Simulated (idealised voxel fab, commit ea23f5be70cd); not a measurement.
Process module in this document: voxel ribs on slabs
Pictured: cross-section cut, 150 nm wide, on a grid of 5 nm square cells.
A cross-section is a grid of square cells, given in bands from the top down. A band is one or more rows of cells. Heights first: top, then bottom, in nm. Then materials, left to right, each with a width in nm. "throughout" on a single material: fills the band edge to edge. "blank": empty space. Ref level 0: as-received wafer is one material below here. Bottom band extends down with no lower bound ("0..down"). The notation "30 to 40" denotes a width that varies across the rows of cells in the band, beginning at the first number in the top row, finishing at the second number in the bottom row, and changing by an identical amount from each row to the next. Basically "nothing was modified" means that step didn't change any cell in the cross-section. "Tabulated closed voids" lists enclosed empty spaces (at least 8 cells, no open path upward to the top), each as width x height at distance from the left edge, in nm. after a step's settings: what the simulator itself notes on the step. If you see "overlay nm" on a step's line and that step has a mask, it's telling you how far right of where it was planned the mask ended up; a negative number means it went left instead.

Planned process steps
1,RECEIVE | material Si
2,DIRECTIONAL_DEP | material SiO2 | thk nm 25
3,DIRECTIONAL_DEP | material polySi | thk nm 15
4,DIRECTIONAL_DEP | material aC | thk nm 10
5,PATTERN | tone cover | mask id RIB | material resist | width nm 15 | thk nm 25 | overlay nm 0
6,DIRECTIONAL_ETCH | etch materials aC | depth nm 10
7,STRIP | etch materials resist
8,DIRECTIONAL_ETCH | etch materials polySi | depth nm 10
9,STRIP | etch materials aC
10,DIRECTIONAL_DEP | material aC | thk nm 15
11,PATTERN | tone cover | mask id SLAB | material resist | width nm 55 | thk nm 35 | overlay nm 0
12,DIRECTIONAL_ETCH | etch materials aC | depth nm 15
13,STRIP | etch materials resist
14,DIRECTIONAL_ETCH | etch materials polySi | depth nm 5
15,STRIP | etch materials aC
16,FILL_DEP | material SiO2 | thk nm 15
17,CMP | height nm 50
18,DIRECTIONAL_DEP | material TiN | thk nm 10
19,DIRECTIONAL_DEP | material aC | thk nm 15
20,PATTERN | tone cover | mask id HEATER | material resist | width nm 25 | thk nm 35 | overlay nm 0
21,DIRECTIONAL_ETCH | etch materials aC | depth nm 15
22,STRIP | etch materials resist
23,DIRECTIONAL_ETCH | etch materials TiN | depth nm 10
24,STRIP | etch materials aC
25,CONFORMAL_DEP | material SiN | thk nm 5

Received-state cross-section, reflecting completion of step 1
* 0..down  Si throughout
* Tabulated closed voids: none

Here's the wafer cut in cross-section after the module, started and planned just like above, except one thing was done wrong in the run
* 65..60  blank 55 nm; SiN 35 nm; blank 60 nm
* 60..55  blank 55 nm; SiN 5 nm; TiN 25 nm; SiN 5 nm; blank 60 nm
* 55..50  SiN 60 nm; TiN 25 nm; SiN 65 nm
* 50..40  SiO2 65 to 45 nm; polySi 15 to 55 nm; SiO2 70 to 50 nm
* 40..25  polySi throughout
* 25..0  SiO2 throughout
* 0..down  Si throughout
* Tabulated closed voids: none
Deviation noted in wafer processing: step 3 from the plan got run twice
